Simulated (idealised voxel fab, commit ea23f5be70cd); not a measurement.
The document below concerns the process module designated voxel transistor to metal.
We display cut, a cross-section 170 nm in width whose square cells are each 5 nm.
Cross-section = grid of square cells, listed top down in bands; band = one or more rows. Top, bottom (nm), then materials left to right with widths (nm); lone material tagged "full width" fills the whole band edge to edge; "air" = empty space. Where do heights start? At 0: under that level the wafer as delivered is made of one material only. And the lowest band has no floor; it just carries on downward, as in "0 -> down". Width: "30 to 40" (first number = top row, second number = bottom row, same change from row to row of cells). What does "left unchanged" mean for a step? It means no cell of the cross-section changed in that step. Basically, "Entrapped void list" tells you about the enclosed voids: empty spaces with no open way to the top, 8 cells or bigger, each written width x height at distance, where distance is from the left edge, all in nm. Post-settings text on a step line: simulator's own remark regarding the step. A step's line can hold "overlay nm"; with a mask on that step, the setting says how far right of the planned place the mask lay, while a negative setting says it lay to the left. Reading guide: pairs of cross-sections, before and after one process step; after view cut off at lowest changed band; step and settings listed under each pair. Pairs may stem from different runs of this module on the same starting wafer; continuity with the pair above only where the "Before-step section" entry states it.

### Before-step section
> 40 -> 35: air 65 nm; SiN 40 nm; air 65 nm
> 35 -> 30: SiN 35 nm; air 30 nm; SiN 5 nm; SiO2 5 nm; SiCN 20 nm; SiO2 5 nm; SiN 5 nm; air 30 nm; SiN 35 nm
> 30 -> 25: SiN 25 nm; SiO2 5 nm; SiN 40 nm; SiO2 5 nm; SiCN 20 nm; SiO2 5 nm; SiN 40 nm; SiO2 5 nm; SiN 25 nm
> 25 -> 0: SiN full width
> 0 -> -5: SiO2 25 nm; SiN 120 nm; SiO2 25 nm
> -5 -> -10: SiO2 full width
> -10 -> -30: SiO2 30 nm; Si 110 nm; SiO2 30 nm
> -30 -> down: Si full width
> Entrapped void list: none

### Post-Step Geometry
> 35 -> 30: air 65 nm; SiN 5 nm; SiO2 5 nm; SiCN 20 nm; SiO2 5 nm; SiN 5 nm; air 65 nm
> 30 -> 25: SiN 25 nm; SiO2 5 nm; SiN 5 nm; air 30 nm; SiN 5 nm; SiO2 5 nm; SiCN 20 nm; SiO2 5 nm; SiN 5 nm; air 30 nm; SiN 5 nm; SiO2 5 nm; SiN 25 nm
> For the remainder of the cross-section, below 25, there is no change.
> Entrapped void list: none
Before/after cross-sections above; step in between: DIRECTIONAL_ETCH,etch materials SiN,depth nm 5

Before-step section: This step starts from the configuration shown after the step in the pair immediately above.

### Post-Step Geometry
> 35 -> 30: air 65 nm; SiN 5 nm; air 5 nm; SiCN 20 nm; air 5 nm; SiN 5 nm; air 65 nm
> 30 -> 25: SiN 25 nm; air 5 nm; SiN 5 nm; air 30 nm; SiN 5 nm; SiO2 5 nm; SiCN 20 nm; SiO2 5 nm; SiN 5 nm; air 30 nm; SiN 5 nm; air 5 nm; SiN 25 nm
> For the remainder of the cross-section, below 25, there is no change.
> Entrapped void list: none
Before/after cross-sections above; step in between: DIRECTIONAL_ETCH,etch materials SiO2,depth nm 5

Before-step section: This step starts from the configuration shown after the step in the pair immediately above.

### Post-Step Geometry
> 40 -> 35: SiO2 full width
> 35 -> 30: SiO2 65 nm; SiN 5 nm; SiO2 5 nm; SiCN 20 nm; SiO2 5 nm; SiN 5 nm; SiO2 65 nm
> 30 -> 25: SiN 25 nm; SiO2 5 nm; SiN 5 nm; SiO2 30 nm; SiN 5 nm; SiO2 5 nm; SiCN 20 nm; SiO2 5 nm; SiN 5 nm; SiO2 30 nm; SiN 5 nm; SiO2 5 nm; SiN 25 nm
> For the remainder of the cross-section, below 25, there is no change.
> Entrapped void list: none
Before/after cross-sections above; step in between: FILL_DEP,material SiO2,thk nm 5

Before-step section: This step starts from the configuration shown after the step in the pair immediately above.

### Post-Step Geometry
> 35 -> 30: SiO2 65 nm; SiN 5 nm; SiO2 5 nm; SiCN 20 nm; SiO2 5 nm; SiN 5 nm; SiO2 65 nm
> For the remainder of the cross-section, below 30, there is no change.
> Entrapped void list: none
Before/after cross-sections above; step in between: CMP,height nm 35

Before-step section: This step starts from the configuration shown after the step in the pair immediately above.

### Post-Step Geometry
> 50 -> 35: SiO2 full width
> For the remainder of the cross-section, below 35, there is no change.
> Entrapped void list: none
Before/after cross-sections above; step in between: DIRECTIONAL_DEP,material SiO2,thk nm 15

Before-step section: This step starts from the configuration shown after the step in the pair immediately above.

### Post-Step Geometry
> 65 -> 50: resist 40 nm; air 30 nm; resist 30 nm; air 30 nm; resist 40 nm
> For the remainder of the cross-section, below 50, there is no change.
> Entrapped void list: none
Before/after cross-sections above; step in between: PATTERN,tone open,mask id CONTACT,material resist,width nm 30,pitch nm 60,thk nm 15,overlay nm 0

Before-step section: This step starts from the configuration shown after the step in the pair immediately above.

### Post-Step Geometry
> 65 -> 50: resist 40 nm; air 30 nm; resist 30 nm; air 30 nm; resist 40 nm
> 50 -> 35: SiO2 40 nm; air 30 nm; SiO2 30 nm; air 30 nm; SiO2 40 nm
> 35 -> 30: SiO2 40 nm; air 25 nm; SiN 5 nm; SiO2 5 nm; SiCN 20 nm; SiO2 5 nm; SiN 5 nm; air 25 nm; SiO2 40 nm
> 30 -> 25: SiN 25 nm; SiO2 5 nm; SiN 5 nm; SiO2 5 nm; air 25 nm; SiN 5 nm; SiO2 5 nm; SiCN 20 nm; SiO2 5 nm; SiN 5 nm; air 25 nm; SiO2 5 nm; SiN 5 nm; SiO2 5 nm; SiN 25 nm
> For the remainder of the cross-section, below 25, there is no change.
> Entrapped void list: none
Before/after cross-sections above; step in between: DIRECTIONAL_ETCH,etch materials SiO2,depth nm 40

Before-step section: This step starts from the configuration shown after the step in the pair immediately above.

### Post-Step Geometry
> 50 -> 35: SiO2 40 nm; air 30 nm; SiO2 30 nm; air 30 nm; SiO2 40 nm
> For the remainder of the cross-section, below 35, there is no change.
> Entrapped void list: none
Before/after cross-sections above; step in between: STRIP,etch materials resist

Before-step section: This step starts from the configuration shown after the step in the pair immediately above.

### Post-Step Geometry
> 55 -> 50: TiN 45 nm; air 20 nm; TiN 40 nm; air 20 nm; TiN 45 nm
> 50 -> 40: SiO2 40 nm; TiN 5 nm; air 20 nm; TiN 5 nm; SiO2 30 nm; TiN 5 nm; air 20 nm; TiN 5 nm; SiO2 40 nm
> 40 -> 35: SiO2 40 nm; TiN 5 nm; air 15 nm; TiN 10 nm; SiO2 30 nm; TiN 10 nm; air 15 nm; TiN 5 nm; SiO2 40 nm
> 35 -> 30: SiO2 40 nm; TiN 5 nm; air 15 nm; TiN 5 nm; SiN 5 nm; SiO2 5 nm; SiCN 20 nm; SiO2 5 nm; SiN 5 nm; TiN 5 nm; air 15 nm; TiN 5 nm; SiO2 40 nm
> 30 -> 25: SiN 25 nm; SiO2 5 nm; SiN 5 nm; SiO2 5 nm; TiN 25 nm; SiN 5 nm; SiO2 5 nm; SiCN 20 nm; SiO2 5 nm; SiN 5 nm; TiN 25 nm; SiO2 5 nm; SiN 5 nm; SiO2 5 nm; SiN 25 nm
> For the remainder of the cross-section, below 25, there is no change.
> Entrapped void list: none
Before/after cross-sections above; step in between: CONFORMAL_DEP,material TiN,thk nm 5

Before-step section: This step starts from the configuration shown after the step in the pair immediately above.

### Post-Step Geometry
> 65 -> 55: W full width
> 55 -> 50: TiN 45 nm; W 20 nm; TiN 40 nm; W 20 nm; TiN 45 nm
> 50 -> 40: SiO2 40 nm; TiN 5 nm; W 20 nm; TiN 5 nm; SiO2 30 nm; TiN 5 nm; W 20 nm; TiN 5 nm; SiO2 40 nm
> 40 -> 35: SiO2 40 nm; TiN 5 nm; W 15 nm; TiN 10 nm; SiO2 30 nm; TiN 10 nm; W 15 nm; TiN 5 nm; SiO2 40 nm
> 35 -> 30: SiO2 40 nm; TiN 5 nm; W 15 nm; TiN 5 nm; SiN 5 nm; SiO2 5 nm; SiCN 20 nm; SiO2 5 nm; SiN 5 nm; TiN 5 nm; W 15 nm; TiN 5 nm; SiO2 40 nm
> For the remainder of the cross-section, below 30, there is no change.
> Entrapped void list: none
Before/after cross-sections above; step in between: FILL_DEP,material W,thk nm 10

Before-step section: This step starts from the configuration shown after the step in the pair immediately above.

### Post-Step Geometry
> 50 -> 40: SiO2 40 nm; TiN 5 nm; W 20 nm; TiN 5 nm; SiO2 30 nm; TiN 5 nm; W 20 nm; TiN 5 nm; SiO2 40 nm
> For the remainder of the cross-section, below 40, there is no change.
> Entrapped void list: none
Before/after cross-sections above; step in between: CMP,height nm 50

Before-step section: This step starts from the configuration shown after the step in the pair immediately above.

### Post-Step Geometry
> 55 -> 50: TiN full width
> For the remainder of the cross-section, below 50, there is no change.
> Entrapped void list: none
Before/after cross-sections above; step in between: DIRECTIONAL_DEP,material TiN,thk nm 5

Before-step section: This step starts from the configuration shown after the step in the pair immediately above.

### Post-Step Geometry
> 70 -> 55: W full width
> For the remainder of the cross-section, below 55, there is no change.
> Entrapped void list: none
Before/after cross-sections above; step in between: DIRECTIONAL_DEP,material W,thk nm 15

Before-step section: This step starts from the configuration shown after the step in the pair immediately above.

### Post-Step Geometry
> 85 -> 70: air 40 nm; resist 20 nm; air 50 nm; resist 20 nm; air 40 nm
> For the remainder of the cross-section, below 70, there is no change.
> Entrapped void list: none
Before/after cross-sections above; step in between: PATTERN,tone cover,mask id METAL_1,material resist,width nm 20,pitch nm 70,thk nm 15,overlay nm 0

Before-step section: This step starts from the configuration shown after the step in the pair immediately above.

### Post-Step Geometry
> 85 -> 70: air 40 nm; resist 20 nm; air 50 nm; resist 20 nm; air 40 nm
> 70 -> 55: air 40 nm; W 20 nm; air 50 nm; W 20 nm; air 40 nm
> For the remainder of the cross-section, below 55, there is no change.
> Entrapped void list: none
Before/after cross-sections above; step in between: DIRECTIONAL_ETCH,etch materials W,depth nm 15

Before-step section: This step starts from the configuration shown after the step in the pair immediately above.

### Post-Step Geometry
> 85 -> 70: air 40 nm; resist 20 nm; air 50 nm; resist 20 nm; air 40 nm
> 70 -> 55: air 40 nm; W 20 nm; air 50 nm; W 20 nm; air 40 nm
> 55 -> 50: air 40 nm; TiN 20 nm; air 50 nm; TiN 20 nm; air 40 nm
> For the remainder of the cross-section, below 50, there is no change.
> Entrapped void list: none
Before/after cross-sections above; step in between: DIRECTIONAL_ETCH,etch materials TiN,depth nm 5

Before-step section: This step starts from the configuration shown after the step in the pair immediately above.

### Post-Step Geometry
> 70 -> 55: air 40 nm; W 20 nm; air 50 nm; W 20 nm; air 40 nm
> For the remainder of the cross-section, below 55, there is no change.
> Entrapped void list: none
Before/after cross-sections above; step in between: STRIP,etch materials resist

Before-step section: This step starts from the configuration shown after the step in the pair immediately above.

### Post-Step Geometry
> 75 -> 70: air 35 nm; SiN 30 nm; air 40 nm; SiN 30 nm; air 35 nm
> 70 -> 55: air 35 nm; SiN 5 nm; W 20 nm; SiN 5 nm; air 40 nm; SiN 5 nm; W 20 nm; SiN 5 nm; air 35 nm
> 55 -> 50: SiN 40 nm; TiN 20 nm; SiN 50 nm; TiN 20 nm; SiN 40 nm
> For the remainder of the cross-section, below 50, there is no change.
> Entrapped void list: none
Before/after cross-sections above; step in between: CONFORMAL_DEP,material SiN,thk nm 5

Before-step section: This step starts from the configuration shown after the step in the pair immediately above.

### Post-Step Geometry
> 85 -> 75: lowk full width
> 75 -> 70: lowk 35 nm; SiN 30 nm; lowk 40 nm; SiN 30 nm; lowk 35 nm
> 70 -> 55: lowk 35 nm; SiN 5 nm; W 20 nm; SiN 5 nm; lowk 40 nm; SiN 5 nm; W 20 nm; SiN 5 nm; lowk 35 nm
> For the remainder of the cross-section, below 55, there is no change.
> Entrapped void list: none
Before/after cross-sections above; step in between: FILL_DEP,material lowk,thk nm 10

Before-step section: This step starts from the configuration shown after the step in the pair immediately above.

### Post-Step Geometry
> 70 -> 55: lowk 35 nm; SiN 5 nm; W 20 nm; SiN 5 nm; lowk 40 nm; SiN 5 nm; W 20 nm; SiN 5 nm; lowk 35 nm
> For the remainder of the cross-section, below 55, there is no change.
> Entrapped void list: none
Before/after cross-sections above; step in between: CMP,height nm 70

Before-step section: This step starts from the configuration shown after the step in the pair immediately above.

### Post-Step Geometry
> 75 -> 70: SiCN full width
> For the remainder of the cross-section, below 70, there is no change.
> Entrapped void list: none
Before/after cross-sections above; step in between: CONFORMAL_DEP,material SiCN,thk nm 5

Before-step section: This step starts from the configuration shown after the step in the pair immediately above.

### Post-Step Geometry
> 100 -> 75: lowk full width
> For the remainder of the cross-section, below 75, there is no change.
> Entrapped void list: none
Before/after cross-sections above; step in between: DIRECTIONAL_DEP,material lowk,thk nm 25

Before-step section: This step starts from the configuration shown after the step in the pair immediately above.

### Post-Step Geometry
> 110 -> 100: aC full width
> For the remainder of the cross-section, below 100, there is no change.
> Entrapped void list: none
Before/after cross-sections above; step in between: DIRECTIONAL_DEP,material aC,thk nm 10

Before-step section: This step starts from the configuration shown after the step in the pair immediately above.

### Post-Step Geometry
> 135 -> 110: resist 40 nm; air 15 nm; resist 55 nm; air 15 nm; resist 45 nm
> For the remainder of the cross-section, below 110, there is no change.
> Entrapped void list: none
Before/after cross-sections above; step in between: PATTERN,tone open,mask id METAL_2_HOLES,material resist,width nm 15,pitch nm 70,thk nm 25,overlay nm 0

Before-step section: This step starts from the configuration shown after the step in the pair immediately above.

### Post-Step Geometry
> 125 -> 110: resist 40 nm; air 15 nm; resist 55 nm; air 15 nm; resist 45 nm
> 110 -> 100: aC 40 nm; air 15 nm; aC 55 nm; air 15 nm; aC 45 nm
> For the remainder of the cross-section, below 100, there is no change.
> Entrapped void list: none
Before/after cross-sections above; step in between: DIRECTIONAL_ETCH,etch materials aC,depth nm 10

Before-step section: This step starts from the configuration shown after the step in the pair immediately above.

### Post-Step Geometry
> 110 -> 100: aC 40 nm; air 15 nm; aC 55 nm; air 15 nm; aC 45 nm
> For the remainder of the cross-section, below 100, there is no change.
> Entrapped void list: none
Before/after cross-sections above; step in between: STRIP,etch materials resist

Before-step section: This step starts from the configuration shown after the step in the pair immediately above.

### Post-Step Geometry
> 110 -> 100: aC 40 nm; air 15 nm; aC 55 nm; air 15 nm; aC 45 nm
> 100 -> 75: lowk 40 nm; air 15 nm; lowk 55 nm; air 15 nm; lowk 45 nm
> For the remainder of the cross-section, below 75, there is no change.
> Entrapped void list: none
Before/after cross-sections above; step in between: DIRECTIONAL_ETCH,etch materials lowk,depth nm 25

Before-step section: This step starts from the configuration shown after the step in the pair immediately above.

### Post-Step Geometry
> 100 -> 75: lowk 40 nm; air 15 nm; lowk 55 nm; air 15 nm; lowk 45 nm
> For the remainder of the cross-section, below 75, there is no change.
> Entrapped void list: none
Before/after cross-sections above; step in between: STRIP,etch materials aC

Before-step section: This step starts from the configuration shown after the step in the pair immediately above.

### Post-Step Geometry
> 100 -> 85: lowk 40 nm; air 20 nm; lowk 50 nm; air 20 nm; lowk 40 nm
> For the remainder of the cross-section, below 85, there is no change.
> Entrapped void list: none
Before/after cross-sections above; step in between: MASKED_ETCH,tone open,mask id METAL_2,width nm 20,pitch nm 70,etch materials lowk,depth nm 15,overlay nm 0

Before-step section: This step starts from the configuration shown after the step in the pair immediately above.

### Post-Step Geometry
> 100 -> 85: lowk 40 nm; air 20 nm; lowk 50 nm; air 20 nm; lowk 40 nm
> 85 -> 75: lowk 40 nm; air 15 nm; lowk 55 nm; air 15 nm; lowk 45 nm
> 75 -> 70: SiCN 40 nm; air 15 nm; SiCN 55 nm; air 15 nm; SiCN 45 nm
> For the remainder of the cross-section, below 70, there is no change.
> Entrapped void list: none
Before/after cross-sections above; step in between: MASKED_ETCH,tone open,mask id METAL_2,width nm 20,pitch nm 70,etch materials SiCN,depth nm 5,overlay nm 0

Before-step section: This step starts from the configuration shown after the step in the pair immediately above.

### Post-Step Geometry
> 105 -> 100: TiN 45 nm; air 10 nm; TiN 60 nm; air 10 nm; TiN 45 nm
> 100 -> 90: lowk 40 nm; TiN 5 nm; air 10 nm; TiN 5 nm; lowk 50 nm; TiN 5 nm; air 10 nm; TiN 5 nm; lowk 40 nm
> 90 -> 85: lowk 40 nm; TiN 5 nm; air 5 nm; TiN 10 nm; lowk 50 nm; TiN 5 nm; air 5 nm; TiN 10 nm; lowk 40 nm
> 85 -> 75: lowk 40 nm; TiN 5 nm; air 5 nm; TiN 5 nm; lowk 55 nm; TiN 5 nm; air 5 nm; TiN 5 nm; lowk 45 nm
> 75 -> 70: SiCN 40 nm; TiN 15 nm; SiCN 55 nm; TiN 15 nm; SiCN 45 nm
> For the remainder of the cross-section, below 70, there is no change.
> Entrapped void list: none
Before/after cross-sections above; step in between: CONFORMAL_DEP,material TiN,thk nm 5

Before-step section: This step starts from the configuration shown after the step in the pair immediately above.

### Post-Step Geometry
> 115 -> 105: Cu full width
> 105 -> 100: TiN 45 nm; Cu 10 nm; TiN 60 nm; Cu 10 nm; TiN 45 nm
> 100 -> 90: lowk 40 nm; TiN 5 nm; Cu 10 nm; TiN 5 nm; lowk 50 nm; TiN 5 nm; Cu 10 nm; TiN 5 nm; lowk 40 nm
> 90 -> 85: lowk 40 nm; TiN 5 nm; Cu 5 nm; TiN 10 nm; lowk 50 nm; TiN 5 nm; Cu 5 nm; TiN 10 nm; lowk 40 nm
> 85 -> 75: lowk 40 nm; TiN 5 nm; Cu 5 nm; TiN 5 nm; lowk 55 nm; TiN 5 nm; Cu 5 nm; TiN 5 nm; lowk 45 nm
> For the remainder of the cross-section, below 75, there is no change.
> Entrapped void list: none
Before/after cross-sections above; step in between: FILL_DEP,material Cu,thk nm 10

Before-step section: This step starts from the configuration shown after the step in the pair immediately above.

### Post-Step Geometry
> 100 -> 90: lowk 40 nm; TiN 5 nm; Cu 10 nm; TiN 5 nm; lowk 50 nm; TiN 5 nm; Cu 10 nm; TiN 5 nm; lowk 40 nm
> For the remainder of the cross-section, below 90, there is no change.
> Entrapped void list: none
Before/after cross-sections above; step in between: CMP,height nm 100

Before-step section: This step starts from the configuration shown after the step in the pair immediately above.

### Post-Step Geometry
> 105 -> 100: SiCN full width
> For the remainder of the cross-section, below 100, there is no change.
> Entrapped void list: none
Before/after cross-sections above; step in between: CONFORMAL_DEP,material SiCN,thk nm 5

### Before-step section
> 40 -> 35: SiCN 25 nm; air 120 nm; SiCN 25 nm
> 35 -> 30: SiCN full width
> 30 -> 25: polySi 25 nm; SiCN 120 nm; polySi 25 nm
> 25 -> 0: polySi full width
> 0 -> -5: SiO2 25 nm; polySi 120 nm; SiO2 25 nm
> -5 -> -10: SiO2 full width
> -10 -> -30: SiO2 30 nm; Si 110 nm; SiO2 30 nm
> -30 -> down: Si full width
> Entrapped void list: none

### Post-Step Geometry
> 40 -> 30: SiCN 25 to 75 nm; air 120 to 20 nm; SiCN 25 to 75 nm
> 30 -> 25: polySi 25 nm; SiCN 50 nm; air 20 nm; SiCN 50 nm; polySi 25 nm
> For the remainder of the cross-section, below 25, there is no change.
> Entrapped void list: none
Before/after cross-sections above; step in between: MASKED_ETCH,tone open,mask id GATE,width nm 20,etch materials SiCN,depth nm 20,overlay nm 0

Before-step section: This step starts from the configuration shown after the step in the pair immediately above.

### Post-Step Geometry
> 45 -> 40: SiO2 30 nm; air 110 nm; SiO2 30 nm
> 40 -> 30: SiCN 25 to 75 nm; SiO2 55 to 5 nm; air 10 nm; SiO2 55 to 5 nm; SiCN 25 to 75 nm
> 30 -> 25: polySi 25 nm; SiCN 50 nm; SiO2 20 nm; SiCN 50 nm; polySi 25 nm
> For the remainder of the cross-section, below 25, there is no change.
> Entrapped void list: none
Before/after cross-sections above; step in between: CONFORMAL_DEP,material SiO2,thk nm 5

Before-step section: This step starts from the configuration shown after the step in the pair immediately above.

### Post-Step Geometry
> 40 -> 30: SiCN 25 to 75 nm; SiO2 5 nm; air 110 to 10 nm; SiO2 5 nm; SiCN 25 to 75 nm
> 30 -> 25: polySi 25 nm; SiCN 50 nm; SiO2 5 nm; air 10 nm; SiO2 5 nm; SiCN 50 nm; polySi 25 nm
> For the remainder of the cross-section, below 25, there is no change.
> Entrapped void list: none
Before/after cross-sections above; step in between: DIRECTIONAL_ETCH,etch materials SiO2,depth nm 5

Before-step section: This step starts from the configuration shown after the step in the pair immediately above.

### Post-Step Geometry
> 45 -> 40: SiN 35 nm; air 100 nm; SiN 35 nm
> 40 -> 30: SiCN 25 to 75 nm; SiO2 5 nm; SiN 110 to 10 nm; SiO2 5 nm; SiCN 25 to 75 nm
> 30 -> 25: polySi 25 nm; SiCN 50 nm; SiO2 5 nm; SiN 10 nm; SiO2 5 nm; SiCN 50 nm; polySi 25 nm
> For the remainder of the cross-section, below 25, there is no change.
> Entrapped void list: none
Before/after cross-sections above; step in between: CONFORMAL_DEP,material SiN,thk nm 5

Before-step section: This step starts from the configuration shown after the step in the pair immediately above.

### Post-Step Geometry
> 40 -> 35: SiCN 25 nm; SiO2 5 nm; SiN 5 nm; air 100 nm; SiN 5 nm; SiO2 5 nm; SiCN 25 nm
> For the remainder of the cross-section, below 35, there is no change.
> Entrapped void list: none
Before/after cross-sections above; step in between: DIRECTIONAL_ETCH,etch materials SiN,depth nm 5

Before-step section: This step starts from the configuration shown after the step in the pair immediately above.

### Post-Step Geometry
> 40 -> 35: SiCN 25 nm; air 5 nm; SiN 5 nm; air 100 nm; SiN 5 nm; air 5 nm; SiCN 25 nm
> 35 -> 30: SiCN 75 nm; air 5 nm; SiN 10 nm; air 5 nm; SiCN 75 nm
> For the remainder of the cross-section, below 30, there is no change.
> Entrapped void list: none
Before/after cross-sections above; step in between: DIRECTIONAL_ETCH,etch materials SiO2,depth nm 5

Before-step section: This step starts from the configuration shown after the step in the pair immediately above.

### Post-Step Geometry
> 45 -> 40: SiO2 full width
> 40 -> 35: SiCN 25 nm; SiO2 5 nm; SiN 5 nm; SiO2 100 nm; SiN 5 nm; SiO2 5 nm; SiCN 25 nm
> 35 -> 30: SiCN 75 nm; SiO2 5 nm; SiN 10 nm; SiO2 5 nm; SiCN 75 nm
> For the remainder of the cross-section, below 30, there is no change.
> Entrapped void list: none
Before/after cross-sections above; step in between: FILL_DEP,material SiO2,thk nm 5

Before-step section: This step starts from the configuration shown after the step in the pair immediately above.

### Post-Step Geometry
> 35 -> 30: SiCN 75 nm; SiO2 5 nm; SiN 10 nm; SiO2 5 nm; SiCN 75 nm
> For the remainder of the cross-section, below 30, there is no change.
> Entrapped void list: none
Before/after cross-sections above; step in between: CMP,height nm 35

Before-step section: This step starts from the configuration shown after the step in the pair immediately above.

### Post-Step Geometry
> 50 -> 35: SiO2 full width
> For the remainder of the cross-section, below 35, there is no change.
> Entrapped void list: none
Before/after cross-sections above; step in between: DIRECTIONAL_DEP,material SiO2,thk nm 15

Before-step section: This step starts from the configuration shown after the step in the pair immediately above.

### Post-Step Geometry
> 65 -> 50: resist 40 nm; air 30 nm; resist 30 nm; air 30 nm; resist 40 nm
> For the remainder of the cross-section, below 50, there is no change.
> Entrapped void list: none
Before/after cross-sections above; step in between: PATTERN,tone open,mask id CONTACT,material resist,width nm 30,pitch nm 60,thk nm 15,overlay nm 0

Before-step section: This step starts from the configuration shown after the step in the pair immediately above.

### Post-Step Geometry
> 65 -> 50: resist 40 nm; air 30 nm; resist 30 nm; air 30 nm; resist 40 nm
> 50 -> 35: SiO2 40 nm; air 30 nm; SiO2 30 nm; air 30 nm; SiO2 40 nm
> For the remainder of the cross-section, below 35, there is no change.
> Entrapped void list: none
Before/after cross-sections above; step in between: DIRECTIONAL_ETCH,etch materials SiO2,depth nm 40

Before-step section: This step starts from the configuration shown after the step in the pair immediately above.

### Post-Step Geometry
> 50 -> 35: SiO2 40 nm; air 30 nm; SiO2 30 nm; air 30 nm; SiO2 40 nm
> For the remainder of the cross-section, below 35, there is no change.
> Entrapped void list: none
Before/after cross-sections above; step in between: STRIP,etch materials resist

Before-step section: This step starts from the configuration shown after the step in the pair immediately above.

### Post-Step Geometry
> 55 -> 50: TiN 45 nm; air 20 nm; TiN 40 nm; air 20 nm; TiN 45 nm
> 50 -> 40: SiO2 40 nm; TiN 5 nm; air 20 nm; TiN 5 nm; SiO2 30 nm; TiN 5 nm; air 20 nm; TiN 5 nm; SiO2 40 nm
> 40 -> 35: SiO2 40 nm; TiN 30 nm; SiO2 30 nm; TiN 30 nm; SiO2 40 nm
> For the remainder of the cross-section, below 35, there is no change.
> Entrapped void list: none
Before/after cross-sections above; step in between: CONFORMAL_DEP,material TiN,thk nm 5

Before-step section: This step starts from the configuration shown after the step in the pair immediately above.

### Post-Step Geometry
> 65 -> 55: W full width
> 55 -> 50: TiN 45 nm; W 20 nm; TiN 40 nm; W 20 nm; TiN 45 nm
> 50 -> 40: SiO2 40 nm; TiN 5 nm; W 20 nm; TiN 5 nm; SiO2 30 nm; TiN 5 nm; W 20 nm; TiN 5 nm; SiO2 40 nm
> For the remainder of the cross-section, below 40, there is no change.
> Entrapped void list: none
Before/after cross-sections above; step in between: FILL_DEP,material W,thk nm 10

Before-step section: This step starts from the configuration shown after the step in the pair immediately above.

### Post-Step Geometry
> 50 -> 40: SiO2 40 nm; TiN 5 nm; W 20 nm; TiN 5 nm; SiO2 30 nm; TiN 5 nm; W 20 nm; TiN 5 nm; SiO2 40 nm
> For the remainder of the cross-section, below 40, there is no change.
> Entrapped void list: none
Before/after cross-sections above; step in between: CMP,height nm 50

Before-step section: This step starts from the configuration shown after the step in the pair immediately above.

### Post-Step Geometry
> 55 -> 50: TiN full width
> For the remainder of the cross-section, below 50, there is no change.
> Entrapped void list: none
Before/after cross-sections above; step in between: DIRECTIONAL_DEP,material TiN,thk nm 5

Before-step section: This step starts from the configuration shown after the step in the pair immediately above.

### Post-Step Geometry
> 70 -> 55: W full width
> For the remainder of the cross-section, below 55, there is no change.
> Entrapped void list: none
Before/after cross-sections above; step in between: DIRECTIONAL_DEP,material W,thk nm 15

Before-step section: This step starts from the configuration shown after the step in the pair immediately above.

### Post-Step Geometry
> 85 -> 70: air 40 nm; resist 20 nm; air 50 nm; resist 20 nm; air 40 nm
> For the remainder of the cross-section, below 70, there is no change.
> Entrapped void list: none
Before/after cross-sections above; step in between: PATTERN,tone cover,mask id METAL_1,material resist,width nm 20,pitch nm 70,thk nm 15,overlay nm 0

Before-step section: This step starts from the configuration shown after the step in the pair immediately above.

### Post-Step Geometry
> 85 -> 70: air 40 nm; resist 20 nm; air 50 nm; resist 20 nm; air 40 nm
> 70 -> 55: air 40 nm; W 20 nm; air 50 nm; W 20 nm; air 40 nm
> For the remainder of the cross-section, below 55, there is no change.
> Entrapped void list: none
Before/after cross-sections above; step in between: DIRECTIONAL_ETCH,etch materials W,depth nm 15

Before-step section: This step starts from the configuration shown after the step in the pair immediately above.

### Post-Step Geometry
> 85 -> 70: air 40 nm; resist 20 nm; air 50 nm; resist 20 nm; air 40 nm
> 70 -> 55: air 40 nm; W 20 nm; air 50 nm; W 20 nm; air 40 nm
> 55 -> 50: air 40 nm; TiN 20 nm; air 50 nm; TiN 20 nm; air 40 nm
> For the remainder of the cross-section, below 50, there is no change.
> Entrapped void list: none
Before/after cross-sections above; step in between: DIRECTIONAL_ETCH,etch materials TiN,depth nm 5

Before-step section: This step starts from the configuration shown after the step in the pair immediately above.

### Post-Step Geometry
> 70 -> 55: air 40 nm; W 20 nm; air 50 nm; W 20 nm; air 40 nm
> For the remainder of the cross-section, below 55, there is no change.
> Entrapped void list: none
Before/after cross-sections above; step in between: STRIP,etch materials resist

Before-step section: This step starts from the configuration shown after the step in the pair immediately above.

### Post-Step Geometry
> 75 -> 70: air 35 nm; SiN 30 nm; air 40 nm; SiN 30 nm; air 35 nm
> 70 -> 55: air 35 nm; SiN 5 nm; W 20 nm; SiN 5 nm; air 40 nm; SiN 5 nm; W 20 nm; SiN 5 nm; air 35 nm
> 55 -> 50: SiN 40 nm; TiN 20 nm; SiN 50 nm; TiN 20 nm; SiN 40 nm
> For the remainder of the cross-section, below 50, there is no change.
> Entrapped void list: none
Before/after cross-sections above; step in between: CONFORMAL_DEP,material SiN,thk nm 5

Before-step section: This step starts from the configuration shown after the step in the pair immediately above.

### Post-Step Geometry
> 85 -> 75: lowk full width
> 75 -> 70: lowk 35 nm; SiN 30 nm; lowk 40 nm; SiN 30 nm; lowk 35 nm
> 70 -> 55: lowk 35 nm; SiN 5 nm; W 20 nm; SiN 5 nm; lowk 40 nm; SiN 5 nm; W 20 nm; SiN 5 nm; lowk 35 nm
> For the remainder of the cross-section, below 55, there is no change.
> Entrapped void list: none
Before/after cross-sections above; step in between: FILL_DEP,material lowk,thk nm 10

Before-step section: This step starts from the configuration shown after the step in the pair immediately above.

### Post-Step Geometry
> 70 -> 55: lowk 35 nm; SiN 5 nm; W 20 nm; SiN 5 nm; lowk 40 nm; SiN 5 nm; W 20 nm; SiN 5 nm; lowk 35 nm
> For the remainder of the cross-section, below 55, there is no change.
> Entrapped void list: none
Before/after cross-sections above; step in between: CMP,height nm 70

Before-step section: This step starts from the configuration shown after the step in the pair immediately above.

### Post-Step Geometry
> 75 -> 70: SiCN full width
> For the remainder of the cross-section, below 70, there is no change.
> Entrapped void list: none
Before/after cross-sections above; step in between: CONFORMAL_DEP,material SiCN,thk nm 5

Before-step section: This step starts from the configuration shown after the step in the pair immediately above.

### Post-Step Geometry
> 100 -> 75: lowk full width
> For the remainder of the cross-section, below 75, there is no change.
> Entrapped void list: none
Before/after cross-sections above; step in between: DIRECTIONAL_DEP,material lowk,thk nm 25

Before-step section: This step starts from the configuration shown after the step in the pair immediately above.

### Post-Step Geometry
> 110 -> 100: aC full width
> For the remainder of the cross-section, below 100, there is no change.
> Entrapped void list: none
Before/after cross-sections above; step in between: DIRECTIONAL_DEP,material aC,thk nm 10

Before-step section: This step starts from the configuration shown after the step in the pair immediately above.

### Post-Step Geometry
> 135 -> 110: resist 40 nm; air 15 nm; resist 55 nm; air 15 nm; resist 45 nm
> For the remainder of the cross-section, below 110, there is no change.
> Entrapped void list: none
Before/after cross-sections above; step in between: PATTERN,tone open,mask id METAL_2_HOLES,material resist,width nm 15,pitch nm 70,thk nm 25,overlay nm 0
